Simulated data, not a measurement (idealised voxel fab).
This section sets out a process module, namely voxel double patterning.
We display cut, a cross-section 230 nm in width whose square cells are each 5 nm.
Square cells in a grid make up a cross-section in this document, and the grid is given as bands, listed from the top down, each one or more rows of cells.
Band entry format. Leading values: height of top, height of bottom, nm. Remainder: materials in left-to-right order, each with its width in nm. Special words: "full width" on a single material, which then fills the band edge to edge; "empty", empty space.
The reference from which all heights are counted is 0, the level beneath which the as-received wafer is entirely one material; the lowest band, having no lower bound, proceeds downward and is written after the example "z 0 and below".
It should be noted that a width expressed as "30..40" varies in equal increments from row to row of cells within the band, taking the value of the first number at the top row and that of the second number at the bottom row.
What does "no change occurred" mean for a step? It means no cell of the cross-section changed in that step.
"Unvented cavities" means: voids of 8 cells or more that are shut off from the top with no open way through. Written width x height at distance, distance from the left edge, in nm.
The remark found on a step's line after its settings is issued by the simulator itself and pertains to that step.
The setting "overlay nm" may be written on the line of a step. When the step uses a mask, the value reports how far to the right of the planned place the mask lay, and a negative value reports that it lay to the left.
**Here's what the planned process steps look like**
1,RECEIVE | material Si
2,CONFORMAL_DEP | material SiO2 | thk nm 10
3,DIRECTIONAL_DEP | material TiN | thk nm 15
4,DIRECTIONAL_DEP | material SiCN | thk nm 5
5,MASKED_ETCH | tone open | mask id FIRST | width nm 15 | pitch nm 50 | etch materials SiCN | depth nm 5 | overlay nm 0
6,PATTERN | tone open | mask id SECOND | material resist | width nm 15 | pitch nm 50 | thk nm 15 | overlay nm 0
7,DIRECTIONAL_ETCH | etch materials SiCN | depth nm 5
8,STRIP | etch materials resist
9,DIRECTIONAL_ETCH | etch materials TiN | depth nm 15
10,STRIP | etch materials SiCN
**As received (post step 1): cross-section**
> z 0 and below = Si full width
> Unvented cavities: none
**Sectioned view, first of two wafers, at the close of the module, processed as intended in the plan**
> z 25 to 10 = TiN 55 nm / empty 15 nm / TiN 10 nm / empty 15 nm / TiN 10 nm / empty 15 nm / TiN 10 nm / empty 15 nm / TiN 10 nm / empty 15 nm / TiN 60 nm
> z 10 to 0 = SiO2 full width
> z 0 and below = Si full width
> Unvented cavities: none
**End of module, second wafer, cross-section. Started like the first, planned like the first, run with one mistake**
> z 25 to 10 = TiN 55 nm / empty 15 nm / TiN 5 nm / empty 25 nm / TiN 5 nm / empty 15 nm / TiN 5 nm / empty 25 nm / TiN 5 nm / empty 15 nm / TiN 60 nm
> z 10 to 0 = SiO2 full width
> z 0 and below = Si full width
> Unvented cavities: none
Finding, execution versus plan: in deviation from the planned setting, step 6 was conducted as PATTERN | tone open | mask id SECOND | material resist | width nm 25 | pitch nm 50 | thk nm 15 | overlay nm 0
FYI, end of process, the second wafer has more or fewer cells of some materials than the first: 12 fewer of TiN
